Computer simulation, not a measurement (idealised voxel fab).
You're looking at the process module voxel ribs on slabs.
The cross-section shown here is cut; it is 195 nm wide and divided into square cells measuring 5 nm on a side.
A cross-section is written here as square cells arranged in a grid, and it is given in bands from the top down, each band taking up one or more rows of cells. Basically the band line says how high the top is and how high the bottom is, in nm, and then what's in it from left to right, every material with its width in nm. Empty space shows up as "empty", and if a single material carries "full width" it runs the full band edge to edge. Counting heights begins at 0, where everything beneath is, in the wafer as received, one material. The lowest band has no bottom; it goes on downwards, as "0 -> down" shows. Quick explanation for "30..40": the width changes in equal steps down the rows of cells, from the first number in the band's top row to the second number in its bottom row. You'll sometimes find "everything unchanged" written for a step, and that's the way of saying that nowhere in the cross-section did a cell change during that step. Look at "Cavities, sealed" for the closed voids: empty spaces with no open path to the top, sized 8 cells or up. Each is width x height at distance, distance from the left edge, all nm. Where a step's line continues beyond its settings, the continuation is a remark by the simulator itself on that step. overlay nm: step with mask; distance mask lay right of planned place; negative value = left of planned place.

So here's the lineup of process steps we planned:
1,RECEIVE, material Si
2,DIRECTIONAL_DEP, material SiO2, thk nm 25
3,DIRECTIONAL_DEP, material SiN, thk nm 15
4,MASKED_ETCH, tone cover, mask id RIB, width nm 25, etch materials SiN, depth nm 10, overlay nm 0
5,DIRECTIONAL_DEP, material aC, thk nm 15
6,PATTERN, tone cover, mask id SLAB, material resist, width nm 85, thk nm 35, overlay nm 0
7,DIRECTIONAL_ETCH, etch materials aC, depth nm 15
8,STRIP, etch materials resist
9,DIRECTIONAL_ETCH, etch materials SiN, depth nm 5
10,STRIP, etch materials aC
11,FILL_DEP, material SiO2, thk nm 20
12,CMP, height nm 45
13,DIRECTIONAL_DEP, material TiN, thk nm 10
14,MASKED_ETCH, tone cover, mask id HEATER, width nm 35, etch materials TiN, depth nm 10, overlay nm 0
15,CONFORMAL_DEP, material SiN, thk nm 5
The wafers are alike at the start. At step 12, their height nm differs. The plan lists the first wafer's value.

Incoming state of the first of several wafers in cross-section: after step 1:
	0 -> down  Si full width
	Cavities, sealed: none

Take any row and you have a wafer at the end of the module: how many cells of each material it has gained (+) or lost (-) since it was received, and then its closed voids:
height nm 45 | +70 SiN | +324 SiO2 | +14 TiN | Cavities, sealed: none
height nm 50 | +70 SiN | +363 SiO2 | +14 TiN | Cavities, sealed: none
height nm 55 | +70 SiN | +402 SiO2 | +14 TiN | Cavities, sealed: none
height nm 60 | +70 SiN | +441 SiO2 | +14 TiN | Cavities, sealed: none
